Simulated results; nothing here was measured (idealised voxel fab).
process module | voxel released beams
cross-section cut | 295 nm wide | cells 5 nm
A cross-section is a grid of square cells, given in bands from the top down. A band is one or more rows of cells.
Each band's line starts with the height of the band's top and of its bottom, in nm. Then come its materials from left to right, each with its width in nm. One material with "throughout" fills the band from edge to edge. "air" is empty space.
Height 0 is the level under which the wafer as received is all one material. The lowest band goes on downwards, as in "0 down".
A width such as "30 to 40" changes by the same amount from each row of cells to the next, from the band's top row to its bottom row.
"no change" after a step means that no cell of the cross-section changed.
closed voids: empty space of 8 cells or more with no open way to the top, each as width x height at its distance from the left edge, in nm
after a step's settings: what the simulator itself notes on the step
overlay nm, on a step with a mask: how far to the right of its planned place the mask lay; to the left if negative
plan
1 op RECEIVE | material Si
2 op CONFORMAL_DEP | material Al2O3 | thk nm 5
3 op DIRECTIONAL_DEP | material SiO2 | thk nm 10
4 op MASKED_ETCH | tone open | mask id ANCHOR | width nm 35 | etch materials SiO2 | depth nm 10 | overlay nm 0
5 op CONFORMAL_DEP | material W | thk nm 10
6 op MASKED_ETCH | tone cover | mask id BEAM | width nm 105 | etch materials W | depth nm 10 | overlay nm 0
7 op STRIP | etch materials SiO2
as received, after step 1
  0 down: Si throughout
  closed voids: none
a wafer at the end: this start, this plan, one mistake
  25 to 15: air 95 | W 10 | air 15 | W 75 | air 100
  15 to 5: air 95 | W 35 | air 165
  5 to 0: Al2O3 throughout
  0 down: Si throughout
  closed voids: none
what went wrong: step 6 ran as: op MASKED_ETCH | tone cover | mask id BEAM | width nm 100 | etch materials W | depth nm 10 | overlay nm 0
